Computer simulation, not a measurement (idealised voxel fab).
Process module under the name voxel transistor to metal
The cross-section on display is named cut; it measures 285 nm wide, and its cells are 5 nm squares.
How to read a cross-section here: the picture is a grid of square cells, written as bands going from the top down, and any band can span one or more rows of cells. Each band's line starts with the height of the band's top and of its bottom, in nm. Then come its materials from left to right, each with its width in nm. One material with "everywhere" fills the band from edge to edge. "empty" is empty space. Note: height 0 marks the level under which the wafer is uniformly one material as received. Lowest band unbounded below, written "from 0 down". Think of "30 to 40" as a width that walks from the first number to the second as you go down the band, top row to bottom row, taking equal-sized steps from row to row. "nothing changed" means the step left every cell of the cross-section as it was. "Listed closed voids" specifies each empty space that is not open to the top and that occupies no fewer than 8 cells, using the form width x height at distance, the distance measured from the left edge and all three quantities in nm. Where a step's line continues beyond its settings, the continuation is a remark by the simulator itself on that step. The line of a step may include "overlay nm". On a step with a mask, this value is how far to the right of its planned place the mask lay. A negative value means the mask lay to the left.
The steps planned for the process are as follows
- 1: op RECEIVE | material Si
- 2: op OXIDIZE | depth nm 5
- 3: op CONFORMAL_DEP | material SiN | thk nm 10
- 4: op MASKED_ETCH | tone cover | mask id ACTIVE | width nm 110 | pitch nm 140 | etch materials SiN | depth nm 10 | overlay nm 0
- 5: op MASKED_ETCH | tone cover | mask id ACTIVE | width nm 110 | pitch nm 140 | etch materials SiO2 | depth nm 5 | overlay nm 0
- 6: op MASKED_ETCH | tone cover | mask id ACTIVE | width nm 110 | pitch nm 140 | etch materials Si | depth nm 35 | overlay nm 0
- 7: op OXIDIZE | depth nm 5
- 8: op FILL_DEP | material SiO2 | thk nm 5
- 9: op CMP | height nm 10
- 10: op SELECTIVE_ETCH | etch materials SiO2 | depth nm 10
- 11: op STRIP | etch materials SiN
- 12: op SELECTIVE_ETCH | etch materials SiO2 | depth nm 5
- 13: op OXIDIZE | depth nm 5
- 14: op DIRECTIONAL_DEP | material polySi | thk nm 30
- 15: op DIRECTIONAL_DEP | material SiCN | thk nm 15
- 16: op DIRECTIONAL_DEP | material aC | thk nm 15
- 17: op PATTERN | tone cover | mask id GATE | material resist | width nm 20 | pitch nm 140 | thk nm 30 | overlay nm 0
- 18: op DIRECTIONAL_ETCH | etch materials aC | depth nm 15
- 19: op STRIP | etch materials resist
- 20: op DIRECTIONAL_ETCH | etch materials SiCN | depth nm 25
- 21: op DIRECTIONAL_ETCH | etch materials polySi | depth nm 40
- 22: op STRIP | etch materials aC
- 23: op CONFORMAL_DEP | material SiO2 | thk nm 5
- 24: op DIRECTIONAL_ETCH | etch materials SiO2 | depth nm 5
- 25: op CONFORMAL_DEP | material SiN | thk nm 5
- 26: op DIRECTIONAL_ETCH | etch materials SiN | depth nm 5
- 27: op DIRECTIONAL_ETCH | etch materials SiO2 | depth nm 5
- 28: op EPI | material pSi | thk nm 5
- 29: op FILL_DEP | material SiO2 | thk nm 10
- 30: op CMP | height nm 40
- 31: op DIRECTIONAL_DEP | material SiO2 | thk nm 15
- 32: op PATTERN | tone open | mask id CONTACT | material resist | width nm 20 | pitch nm 70 | thk nm 20 | overlay nm 0
- 33: op DIRECTIONAL_ETCH | etch materials SiO2 | depth nm 60
- 34: op STRIP | etch materials resist
- 35: op CONFORMAL_DEP | material TiN | thk nm 5
- 36: op FILL_DEP | material W | thk nm 5
- 37: op CMP | height nm 55
- 38: op CONFORMAL_DEP | material SiCN | thk nm 5
- 39: op DIRECTIONAL_DEP | material SiO2 | thk nm 20
- 40: op PATTERN | tone open | mask id METAL_1 | material resist | width nm 20 | pitch nm 70 | thk nm 15 | overlay nm 0
- 41: op DIRECTIONAL_ETCH | etch materials SiO2 | depth nm 20
- 42: op DIRECTIONAL_ETCH | etch materials SiCN | depth nm 5
- 43: op STRIP | etch materials resist
- 44: op CONFORMAL_DEP | material TiN | thk nm 5
- 45: op FILL_DEP | material Cu | thk nm 10
- 46: op CMP | height nm 80
- 47: op CONFORMAL_DEP | material SiN | thk nm 5
Cross-section of the wafer upon arrival, representing the state reached after step 1
  from 0 down = Si everywhere
  Listed closed voids: none
Looking at the first of two wafers in cross-section at end of module - ran to plan
  from 85 to 80 = SiN everywhere
  from 80 to 60 = SiO2 (25), TiN (5), Cu (10), TiN (5), SiO2 (50), TiN (5), Cu (10), TiN (5), SiO2 (50), TiN (5), Cu (10), TiN (5), SiO2 (50), TiN (5), Cu (10), TiN (5), SiO2 (30)
  from 60 to 55 = SiCN (25), TiN (20), SiCN (50), TiN (20), SiCN (50), TiN (20), SiCN (50), TiN (20), SiCN (30)
  from 55 to 40 = SiO2 (25), TiN (5), W (10), TiN (5), SiO2 (50), TiN (5), W (10), TiN (5), SiO2 (50), TiN (5), W (10), TiN (5), SiO2 (50), TiN (5), W (10), TiN (5), SiO2 (30)
  from 40 to 25 = SiO2 (25), TiN (5), W (10), TiN (5), SiO2 (5), SiN (5), SiO2 (5), SiCN (20), SiO2 (5), SiN (5), SiO2 (5), TiN (5), W (10), TiN (5), SiO2 (50), TiN (5), W (10), TiN (5), SiO2 (5), SiN (5), SiO2 (5), SiCN (20), SiO2 (5), SiN (5), SiO2 (5), TiN (5), W (10), TiN (5), SiO2 (30)
  from 25 to 0 = SiO2 (25), TiN (5), W (10), TiN (5), SiO2 (5), SiN (5), SiO2 (5), polySi (20), SiO2 (5), SiN (5), SiO2 (5), TiN (5), W (10), TiN (5), SiO2 (50), TiN (5), W (10), TiN (5), SiO2 (5), SiN (5), SiO2 (5), polySi (20), SiO2 (5), SiN (5), SiO2 (5), TiN (5), W (10), TiN (5), SiO2 (30)
  from 0 to -5 = SiO2 (25), TiN (20), SiO2 (5), SiN (5), SiO2 (5), polySi (20), SiO2 (5), SiN (5), SiO2 (5), TiN (20), SiO2 (50), TiN (20), SiO2 (5), SiN (5), SiO2 (5), polySi (20), SiO2 (5), SiN (5), SiO2 (5), TiN (20), SiO2 (30)
  from -5 to -10 = SiO2 (15), pSi (35), SiO2 (40), pSi (35), SiO2 (30), pSi (35), SiO2 (40), pSi (35), SiO2 (20)
  from -10 to -45 = SiO2 (20), Si (100), SiO2 (40), Si (100), SiO2 (25)
  from -45 down = Si everywhere
  Listed closed voids: none
Cross-sectional image of the second wafer of the two following completion of the module. Starting state and process plan were the same as for the first wafer; one execution error occurred
  from 85 to 80 = SiN everywhere
  from 80 to 65 = SiO2 (25), TiN (5), Cu (10), TiN (5), SiO2 (50), TiN (5), Cu (10), TiN (5), SiO2 (50), TiN (5), Cu (10), TiN (5), SiO2 (50), TiN (5), Cu (10), TiN (5), SiO2 (30)
  from 65 to 60 = SiCN (25), TiN (20), SiCN (50), TiN (20), SiCN (50), TiN (20), SiCN (50), TiN (20), SiCN (30)
  from 60 to 55 = TiN (30), W (10), TiN (60), W (10), TiN (60), W (10), TiN (60), W (10), TiN (35)
  from 55 to 40 = SiO2 (25), TiN (5), W (10), TiN (5), SiO2 (50), TiN (5), W (10), TiN (5), SiO2 (50), TiN (5), W (10), TiN (5), SiO2 (50), TiN (5), W (10), TiN (5), SiO2 (30)
  from 40 to 25 = SiO2 (25), TiN (5), W (10), TiN (5), SiO2 (5), SiN (5), SiO2 (5), SiCN (20), SiO2 (5), SiN (5), SiO2 (5), TiN (5), W (10), TiN (5), SiO2 (50), TiN (5), W (10), TiN (5), SiO2 (5), SiN (5), SiO2 (5), SiCN (20), SiO2 (5), SiN (5), SiO2 (5), TiN (5), W (10), TiN (5), SiO2 (30)
  from 25 to 0 = SiO2 (25), TiN (5), W (10), TiN (5), SiO2 (5), SiN (5), SiO2 (5), polySi (20), SiO2 (5), SiN (5), SiO2 (5), TiN (5), W (10), TiN (5), SiO2 (50), TiN (5), W (10), TiN (5), SiO2 (5), SiN (5), SiO2 (5), polySi (20), SiO2 (5), SiN (5), SiO2 (5), TiN (5), W (10), TiN (5), SiO2 (30)
  from 0 to -5 = SiO2 (25), TiN (20), SiO2 (5), SiN (5), SiO2 (5), polySi (20), SiO2 (5), SiN (5), SiO2 (5), TiN (20), SiO2 (50), TiN (20), SiO2 (5), SiN (5), SiO2 (5), polySi (20), SiO2 (5), SiN (5), SiO2 (5), TiN (20), SiO2 (30)
  from -5 to -10 = SiO2 (15), pSi (35), SiO2 (40), pSi (35), SiO2 (30), pSi (35), SiO2 (40), pSi (35), SiO2 (20)
  from -10 to -45 = SiO2 (20), Si (100), SiO2 (40), Si (100), SiO2 (25)
  from -45 down = Si everywhere
  Listed closed voids: none
The plan and the run diverged here: step 37 changed vs plan, executed as op CMP | height nm 60
Count the cells at the end and the second wafer has more or fewer of some materials than the first: 8 fewer of Cu | 41 fewer of SiO2 | 41 more of TiN | 8 more of W
